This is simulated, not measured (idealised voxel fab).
Process module name: voxel gate over fins
FYI the section here is cut, 225 nm wide, cells are 5 nm squares.
If you're reading a cross-section in this doc, picture square cells in a grid; it comes to you as bands, top ones listed first down to the bottom, and a band can be one or more rows of cells. Quick guide to a band line: top height, bottom height (nm) up front; then every material left to right with its width in nm. Only one material and it's marked "edge to edge"? Then it fills the band edge to edge. And "blank" just means empty space. Heads up on the height convention: 0 is the point under which the incoming wafer is all one material, and the lowest band has no bottom, it just keeps going down, like "0 and below". The width entry "30..40" should be interpreted row by row: the top row of cells in the band takes the first number, the bottom row takes the second number, and the change between adjacent rows is uniform throughout. It should be understood that the words "same as before", when stated for a given step, signify that the cross-section underwent no change in any of its cells during that step. "Sealed-off cavities" contains a list of empty spaces, each no smaller than 8 cells and without an open way to the top, written in the form width x height at distance with the distance from the left edge and all three in nm. What comes after the settings on a step's line is commentary from the simulator itself on that step. Among the settings permitted on a step's line is "overlay nm"; applied to a step with a mask, it specifies the extent to which the mask lay to the right of its planned position, whereas a negative figure signifies a position to the left. Before/after cross-section pairs, one process step each; after shown to lowest changed band; step and settings beneath. Pairs may be from different runs of this module on the same starting wafer; a pair continues from the one above only where its "Pre-step geometry" entry says so.
### Pre-step geometry
  10 down to 0  SiO2=65; SiN=15; SiO2=20; TiN=5; Ru=5; TiN=5; SiO2=5; SiN=15; SiO2=90
  0 down to -30  SiO2=70; Si=5; SiO2=25; TiN=5; Ru=5; TiN=5; SiO2=10; Si=5; SiO2=95
  -30 down to -35  SiO2=70; Si=5; SiO2=25; TiN=15; SiO2=10; Si=5; SiO2=95
  -35 down to -45  SiO2=70; Si=5; SiO2=50; Si=5; SiO2=95
  -45 and below  Si edge to edge
  Sealed-off cavities: none
### Resultant Cross-Section
  10 down to 0  SiO2=65; SiN=15; SiO2=20; blank=15; SiO2=5; SiN=15; SiO2=90
  0 down to -20  SiO2=70; Si=5; SiO2=25; blank=15; SiO2=10; Si=5; SiO2=95
  Heights below -20 show no change.
  Sealed-off cavities: none
Going from the before section above to the after section, the step was SELECTIVE_ETCH | etch materials W Ru TiN | depth nm 30
Pre-step geometry: nothing new to draw here, it's the after view of the pair just above.
### Resultant Cross-Section
  15 down to 10  SiO2 edge to edge
  10 down to 0  SiO2=65; SiN=15; SiO2=40; SiN=15; SiO2=90
  0 down to -20  SiO2=70; Si=5; SiO2=50; Si=5; SiO2=95
  Heights below -20 show no change.
  Sealed-off cavities: none
Going from the before section above to the after section, the step was FILL_DEP | material SiO2 | thk nm 5
Pre-step geometry: nothing new to draw here, it's the after view of the pair just above.
### Resultant Cross-Section
  10 down to 0  SiO2=65; SiN=15; SiO2=40; SiN=15; SiO2=90
  Heights below 0 show no change.
  Sealed-off cavities: none
Going from the before section above to the after section, the step was CMP | height nm 10
Pre-step geometry: nothing new to draw here, it's the after view of the pair just above.
### Resultant Cross-Section
  10 down to 0  blank=65; SiN=15; blank=40; SiN=15; blank=90
  0 down to -15  blank=70; Si=5; blank=50; Si=5; blank=95
  Heights below -15 show no change.
  Sealed-off cavities: none
Going from the before section above to the after section, the step was SELECTIVE_ETCH | etch materials SiO2 | depth nm 25
Pre-step geometry: nothing new to draw here, it's the after view of the pair just above.
### Resultant Cross-Section
  0 down to -15  blank=70; Si=5; blank=50; Si=5; blank=95
  Heights below -15 show no change.
  Sealed-off cavities: none
Going from the before section above to the after section, the step was STRIP | etch materials SiN
Pre-step geometry: nothing new to draw here, it's the after view of the pair just above.
### Resultant Cross-Section
  5 down to 0  blank=65; HfO2=15; blank=40; HfO2=15; blank=90
  0 down to -10  blank=65; HfO2=5; Si=5; HfO2=5; blank=40; HfO2=5; Si=5; HfO2=5; blank=90
  -10 down to -15  HfO2=70; Si=5; HfO2=50; Si=5; HfO2=95
  Heights below -15 show no change.
  Sealed-off cavities: none
Going from the before section above to the after section, the step was CONFORMAL_DEP | material HfO2 | thk nm 5
Pre-step geometry: nothing new to draw here, it's the after view of the pair just above.
### Resultant Cross-Section
  10 down to 5  blank=60; TiN=25; blank=30; TiN=25; blank=85
  5 down to 0  blank=60; TiN=5; HfO2=15; TiN=5; blank=30; TiN=5; HfO2=15; TiN=5; blank=85
  0 down to -5  blank=60; TiN=5; HfO2=5; Si=5; HfO2=5; TiN=5; blank=30; TiN=5; HfO2=5; Si=5; HfO2=5; TiN=5; blank=85
  -5 down to -10  TiN=65; HfO2=5; Si=5; HfO2=5; TiN=40; HfO2=5; Si=5; HfO2=5; TiN=90
  Heights below -10 show no change.
  Sealed-off cavities: none
Going from the before section above to the after section, the step was CONFORMAL_DEP | material TiN | thk nm 5
Pre-step geometry: nothing new to draw here, it's the after view of the pair just above.
### Resultant Cross-Section
  15 down to 10  blank=55; TiAl=35; blank=20; TiAl=35; blank=80
  10 down to 5  blank=55; TiAl=5; TiN=25; TiAl=5; blank=20; TiAl=5; TiN=25; TiAl=5; blank=80
  5 down to 0  blank=55; TiAl=5; TiN=5; HfO2=15; TiN=5; TiAl=5; blank=20; TiAl=5; TiN=5; HfO2=15; TiN=5; TiAl=5; blank=80
  0 down to -5  TiAl=60; TiN=5; HfO2=5; Si=5; HfO2=5; TiN=5; TiAl=30; TiN=5; HfO2=5; Si=5; HfO2=5; TiN=5; TiAl=85
  Heights below -5 show no change.
  Sealed-off cavities: none
Going from the before section above to the after section, the step was CONFORMAL_DEP | material TiAl | thk nm 5
Pre-step geometry: nothing new to draw here, it's the after view of the pair just above.
### Resultant Cross-Section
  20 down to 15  blank=50; TiN=45; blank=10; TiN=45; blank=75
  15 down to 10  blank=50; TiN=5; TiAl=35; TiN=5; blank=10; TiN=5; TiAl=35; TiN=5; blank=75
  10 down to 5  blank=50; TiN=5; TiAl=5; TiN=25; TiAl=5; TiN=5; blank=10; TiN=5; TiAl=5; TiN=25; TiAl=5; TiN=5; blank=75
  5 down to 0  TiN=55; TiAl=5; TiN=5; HfO2=15; TiN=5; TiAl=5; TiN=20; TiAl=5; TiN=5; HfO2=15; TiN=5; TiAl=5; TiN=80
  Heights below 0 show no change.
  Sealed-off cavities: none
Going from the before section above to the after section, the step was CONFORMAL_DEP | material TiN | thk nm 5
Pre-step geometry: nothing new to draw here, it's the after view of the pair just above.
### Resultant Cross-Section
  30 down to 20  W edge to edge
  20 down to 15  W=50; TiN=45; W=10; TiN=45; W=75
  15 down to 10  W=50; TiN=5; TiAl=35; TiN=5; W=10; TiN=5; TiAl=35; TiN=5; W=75
  10 down to 5  W=50; TiN=5; TiAl=5; TiN=25; TiAl=5; TiN=5; W=10; TiN=5; TiAl=5; TiN=25; TiAl=5; TiN=5; W=75
  Heights below 5 show no change.
  Sealed-off cavities: none
Going from the before section above to the after section, the step was FILL_DEP | material W | thk nm 10
Pre-step geometry: nothing new to draw here, it's the after view of the pair just above.
### Resultant Cross-Section
  25 down to 20  W edge to edge
  Heights below 20 show no change.
  Sealed-off cavities: none
Going from the before section above to the after section, the step was CMP | height nm 25
Pre-step geometry: nothing new to draw here, it's the after view of the pair just above.
### Resultant Cross-Section
  35 down to 25  SiCN edge to edge
  Heights below 25 show no change.
  Sealed-off cavities: none
Going from the before section above to the after section, the step was CONFORMAL_DEP | material SiCN | thk nm 10
### Pre-step geometry
  10 down to 5  blank=70; TiN=25; blank=30; TiN=25; blank=75
  5 down to 0  blank=70; TiN=5; HfO2=15; TiN=5; blank=30; TiN=5; HfO2=15; TiN=5; blank=75
  0 down to -5  blank=70; TiN=5; HfO2=5; Si=5; HfO2=5; TiN=5; blank=30; TiN=5; HfO2=5; Si=5; HfO2=5; TiN=5; blank=75
  -5 down to -10  TiN=75; HfO2=5; Si=5; HfO2=5; TiN=40; HfO2=5; Si=5; HfO2=5; TiN=80
  -10 down to -15  HfO2=80; Si=5; HfO2=50; Si=5; HfO2=85
  -15 down to -20  SiO2=80; Si=5; SiO2=50; Si=5; SiO2=85
  -20 down to -30  SiO2=80; Si=5; SiO2=15; TiN=5; Ru=5; TiN=5; SiO2=20; Si=5; SiO2=85
  -30 down to -35  SiO2=80; Si=5; SiO2=15; TiN=15; SiO2=20; Si=5; SiO2=85
  -35 down to -45  SiO2=80; Si=5; SiO2=50; Si=5; SiO2=85
  -45 and below  Si edge to edge
  Sealed-off cavities: none
### Resultant Cross-Section
  15 down to 5  blank=65; TiN=35; blank=20; TiN=35; blank=70
  5 down to 0  blank=65; TiN=10; HfO2=15; TiN=10; blank=20; TiN=10; HfO2=15; TiN=10; blank=70
  0 down to -10  TiN=75; HfO2=5; Si=5; HfO2=5; TiN=40; HfO2=5; Si=5; HfO2=5; TiN=80
  Heights below -10 show no change.
  Sealed-off cavities: none
Going from the before section above to the after section, the step was CONFORMAL_DEP | material TiN | thk nm 5
Pre-step geometry: nothing new to draw here, it's the after view of the pair just above.
### Resultant Cross-Section
  20 down to 5  blank=60; TiN=45; blank=10; TiN=45; blank=65
  5 down to 0  TiN=75; HfO2=15; TiN=40; HfO2=15; TiN=80
  Heights below 0 show no change.
  Sealed-off cavities: none
Going from the before section above to the after section, the step was CONFORMAL_DEP | material TiN | thk nm 5
Pre-step geometry: nothing new to draw here, it's the after view of the pair just above.
### Resultant Cross-Section
  30 down to 20  W edge to edge
  20 down to 5  W=60; TiN=45; W=10; TiN=45; W=65
  Heights below 5 show no change.
  Sealed-off cavities: none
Going from the before section above to the after section, the step was FILL_DEP | material W | thk nm 10
Pre-step geometry: nothing new to draw here, it's the after view of the pair just above.
### Resultant Cross-Section
  25 down to 20  W edge to edge
  Heights below 20 show no change.
  Sealed-off cavities: none
Going from the before section above to the after section, the step was CMP | height nm 25
Pre-step geometry: nothing new to draw here, it's the after view of the pair just above.
### Resultant Cross-Section
  35 down to 25  SiCN edge to edge
  Heights below 25 show no change.
  Sealed-off cavities: none
Going from the before section above to the after section, the step was CONFORMAL_DEP | material SiCN | thk nm 10
### Pre-step geometry
  20 down to 10  aC edge to edge
  10 down to 0  SiO2=75; SiN=15; SiO2=40; SiN=15; SiO2=80
  0 down to -45  SiO2=80; Si=5; SiO2=50; Si=5; SiO2=85
  -45 and below  Si edge to edge
  Sealed-off cavities: none
### Resultant Cross-Section
  50 down to 20  blank=100; resist=15; blank=110
  Heights below 20 show no change.
  Sealed-off cavities: none
Going from the before section above to the after section, the step was PATTERN | tone cover | mask id RAIL | material resist | width nm 15 | thk nm 30 | overlay nm 0
Pre-step geometry: nothing new to draw here, it's the after view of the pair just above.
### Resultant Cross-Section
  40 down to 20  blank=100; resist=15; blank=110
  20 down to 10  blank=100; aC=15; blank=110
  Heights below 10 show no change.
  Sealed-off cavities: none
Going from the before section above to the after section, the step was DIRECTIONAL_ETCH | etch materials aC | depth nm 10
Pre-step geometry: nothing new to draw here, it's the after view of the pair just above.
### Resultant Cross-Section
  20 down to 10  blank=100; aC=15; blank=110
  Heights below 10 show no change.
  Sealed-off cavities: none
Going from the before section above to the after section, the step was STRIP | etch materials resist
Pre-step geometry: nothing new to draw here, it's the after view of the pair just above.
### Resultant Cross-Section
  20 down to 10  blank=100; aC=15; blank=110
  10 down to 0  blank=75; SiN=15; blank=10; SiO2=15; blank=15; SiN=15; blank=80
  0 down to -35  blank=75; SiO2=5; Si=5; SiO2=5; blank=10; SiO2=15; blank=15; SiO2=5; Si=5; SiO2=5; blank=80
  Heights below -35 show no change.
  Sealed-off cavities: none
Going from the before section above to the after section, the step was DIRECTIONAL_ETCH | etch materials SiO2 | depth nm 45
Pre-step geometry: nothing new to draw here, it's the after view of the pair just above.
### Resultant Cross-Section
  10 down to 0  blank=75; SiN=15; blank=10; SiO2=15; blank=15; SiN=15; blank=80
  Heights below 0 show no change.
  Sealed-off cavities: none
Going from the before section above to the after section, the step was STRIP | etch materials aC
Pre-step geometry: nothing new to draw here, it's the after view of the pair just above.
### Resultant Cross-Section
  15 down to 10  blank=70; TiN=50; blank=5; TiN=25; blank=75
  10 down to 0  blank=70; TiN=5; SiN=15; TiN=10; SiO2=15; TiN=5; blank=5; TiN=5; SiN=15; TiN=5; blank=75
  0 down to -30  blank=70; TiN=5; SiO2=5; Si=5; SiO2=5; TiN=10; SiO2=15; TiN=5; blank=5; TiN=5; SiO2=5; Si=5; SiO2=5; TiN=5; blank=75
  -30 down to -35  TiN=75; SiO2=5; Si=5; SiO2=5; TiN=10; SiO2=15; TiN=15; SiO2=5; Si=5; SiO2=5; TiN=80
  Heights below -35 show no change.
  Sealed-off cavities: none
Going from the before section above to the after section, the step was CONFORMAL_DEP | material TiN | thk nm 5
Pre-step geometry: nothing new to draw here, it's the after view of the pair just above.
### Resultant Cross-Section
  25 down to 15  Ru edge to edge
  15 down to 10  Ru=70; TiN=50; Ru=5; TiN=25; Ru=75
  10 down to 0  Ru=70; TiN=5; SiN=15; TiN=10; SiO2=15; TiN=5; Ru=5; TiN=5; SiN=15; TiN=5; Ru=75
  0 down to -30  Ru=70; TiN=5; SiO2=5; Si=5; SiO2=5; TiN=10; SiO2=15; TiN=5; Ru=5; TiN=5; SiO2=5; Si=5; SiO2=5; TiN=5; Ru=75
  Heights below -30 show no change.
  Sealed-off cavities: none
Going from the before section above to the after section, the step was FILL_DEP | material Ru | thk nm 10
Pre-step geometry: nothing new to draw here, it's the after view of the pair just above.
### Resultant Cross-Section
  10 down to 0  Ru=70; TiN=5; SiN=15; TiN=10; SiO2=15; TiN=5; Ru=5; TiN=5; SiN=15; TiN=5; Ru=75
  Heights below 0 show no change.
  Sealed-off cavities: none
Going from the before section above to the after section, the step was CMP | height nm 10
Pre-step geometry: nothing new to draw here, it's the after view of the pair just above.
### Resultant Cross-Section
  10 down to 0  blank=75; SiN=15; blank=10; SiO2=15; blank=15; SiN=15; blank=80
  0 down to -20  blank=75; SiO2=5; Si=5; SiO2=5; blank=10; SiO2=15; blank=15; SiO2=5; Si=5; SiO2=5; blank=80
  Heights below -20 show no change.
  Sealed-off cavities: none
Going from the before section above to the after section, the step was SELECTIVE_ETCH | etch materials W Ru TiN | depth nm 30
Pre-step geometry: nothing new to draw here, it's the after view of the pair just above.
### Resultant Cross-Section
  15 down to 10  SiO2 edge to edge
  10 down to 0  SiO2=75; SiN=15; SiO2=40; SiN=15; SiO2=80
  0 down to -20  SiO2=80; Si=5; SiO2=50; Si=5; SiO2=85
  Heights below -20 show no change.
  Sealed-off cavities: none
Going from the before section above to the after section, the step was FILL_DEP | material SiO2 | thk nm 5
Pre-step geometry: nothing new to draw here, it's the after view of the pair just above.
### Resultant Cross-Section
  10 down to 0  SiO2=75; SiN=15; SiO2=40; SiN=15; SiO2=80
  Heights below 0 show no change.
  Sealed-off cavities: none
Going from the before section above to the after section, the step was CMP | height nm 10
Pre-step geometry: nothing new to draw here, it's the after view of the pair just above.
### Resultant Cross-Section
  10 down to 0  blank=75; SiN=15; blank=40; SiN=15; blank=80
  0 down to -15  blank=80; Si=5; blank=50; Si=5; blank=85
  Heights below -15 show no change.
  Sealed-off cavities: none
Going from the before section above to the after section, the step was SELECTIVE_ETCH | etch materials SiO2 | depth nm 25
Pre-step geometry: nothing new to draw here, it's the after view of the pair just above.
### Resultant Cross-Section
  0 down to -15  blank=80; Si=5; blank=50; Si=5; blank=85
  Heights below -15 show no change.
  Sealed-off cavities: none
Going from the before section above to the after section, the step was STRIP | etch materials SiN
Pre-step geometry: nothing new to draw here, it's the after view of the pair just above.
### Resultant Cross-Section
  5 down to 0  blank=75; HfO2=15; blank=40; HfO2=15; blank=80
  0 down to -10  blank=75; HfO2=5; Si=5; HfO2=5; blank=40; HfO2=5; Si=5; HfO2=5; blank=80
  -10 down to -15  HfO2=80; Si=5; HfO2=50; Si=5; HfO2=85
  Heights below -15 show no change.
  Sealed-off cavities: none
Going from the before section above to the after section, the step was CONFORMAL_DEP | material HfO2 | thk nm 5
Pre-step geometry: nothing new to draw here, it's the after view of the pair just above.
### Resultant Cross-Section
  10 down to 5  blank=70; TiN=25; blank=30; TiN=25; blank=75
  5 down to 0  blank=70; TiN=5; HfO2=15; TiN=5; blank=30; TiN=5; HfO2=15; TiN=5; blank=75
  0 down to -5  blank=70; TiN=5; HfO2=5; Si=5; HfO2=5; TiN=5; blank=30; TiN=5; HfO2=5; Si=5; HfO2=5; TiN=5; blank=75
  -5 down to -10  TiN=75; HfO2=5; Si=5; HfO2=5; TiN=40; HfO2=5; Si=5; HfO2=5; TiN=80
  Heights below -10 show no change.
  Sealed-off cavities: none
Going from the before section above to the after section, the step was CONFORMAL_DEP | material TiN | thk nm 5
Pre-step geometry: nothing new to draw here, it's the after view of the pair just above.
### Resultant Cross-Section
  15 down to 10  blank=65; TiAl=35; blank=20; TiAl=35; blank=70
  10 down to 5  blank=65; TiAl=5; TiN=25; TiAl=5; blank=20; TiAl=5; TiN=25; TiAl=5; blank=70
  5 down to 0  blank=65; TiAl=5; TiN=5; HfO2=15; TiN=5; TiAl=5; blank=20; TiAl=5; TiN=5; HfO2=15; TiN=5; TiAl=5; blank=70
  0 down to -5  TiAl=70; TiN=5; HfO2=5; Si=5; HfO2=5; TiN=5; TiAl=30; TiN=5; HfO2=5; Si=5; HfO2=5; TiN=5; TiAl=75
  Heights below -5 show no change.
  Sealed-off cavities: none
Going from the before section above to the after section, the step was CONFORMAL_DEP | material TiAl | thk nm 5
Pre-step geometry: nothing new to draw here, it's the after view of the pair just above.
### Resultant Cross-Section
  20 down to 15  blank=60; TiN=45; blank=10; TiN=45; blank=65
  15 down to 10  blank=60; TiN=5; TiAl=35; TiN=5; blank=10; TiN=5; TiAl=35; TiN=5; blank=65
  10 down to 5  blank=60; TiN=5; TiAl=5; TiN=25; TiAl=5; TiN=5; blank=10; TiN=5; TiAl=5; TiN=25; TiAl=5; TiN=5; blank=65
  5 down to 0  TiN=65; TiAl=5; TiN=5; HfO2=15; TiN=5; TiAl=5; TiN=20; TiAl=5; TiN=5; HfO2=15; TiN=5; TiAl=5; TiN=70
  Heights below 0 show no change.
  Sealed-off cavities: none
Going from the before section above to the after section, the step was CONFORMAL_DEP | material TiN | thk nm 5
Pre-step geometry: nothing new to draw here, it's the after view of the pair just above.
### Resultant Cross-Section
  30 down to 20  W edge to edge
  20 down to 15  W=60; TiN=45; W=10; TiN=45; W=65
  15 down to 10  W=60; TiN=5; TiAl=35; TiN=5; W=10; TiN=5; TiAl=35; TiN=5; W=65
  10 down to 5  W=60; TiN=5; TiAl=5; TiN=25; TiAl=5; TiN=5; W=10; TiN=5; TiAl=5; TiN=25; TiAl=5; TiN=5; W=65
  Heights below 5 show no change.
  Sealed-off cavities: none
Going from the before section above to the after section, the step was FILL_DEP | material W | thk nm 10
Pre-step geometry: nothing new to draw here, it's the after view of the pair just above.
### Resultant Cross-Section
  25 down to 20  W edge to edge
  Heights below 20 show no change.
  Sealed-off cavities: none
Going from the before section above to the after section, the step was CMP | height nm 25
Pre-step geometry: nothing new to draw here, it's the after view of the pair just above.
### Resultant Cross-Section
  35 down to 25  SiCN edge to edge
  Heights below 25 show no change.
  Sealed-off cavities: none
Going from the before section above to the after section, the step was CONFORMAL_DEP | material SiCN | thk nm 10
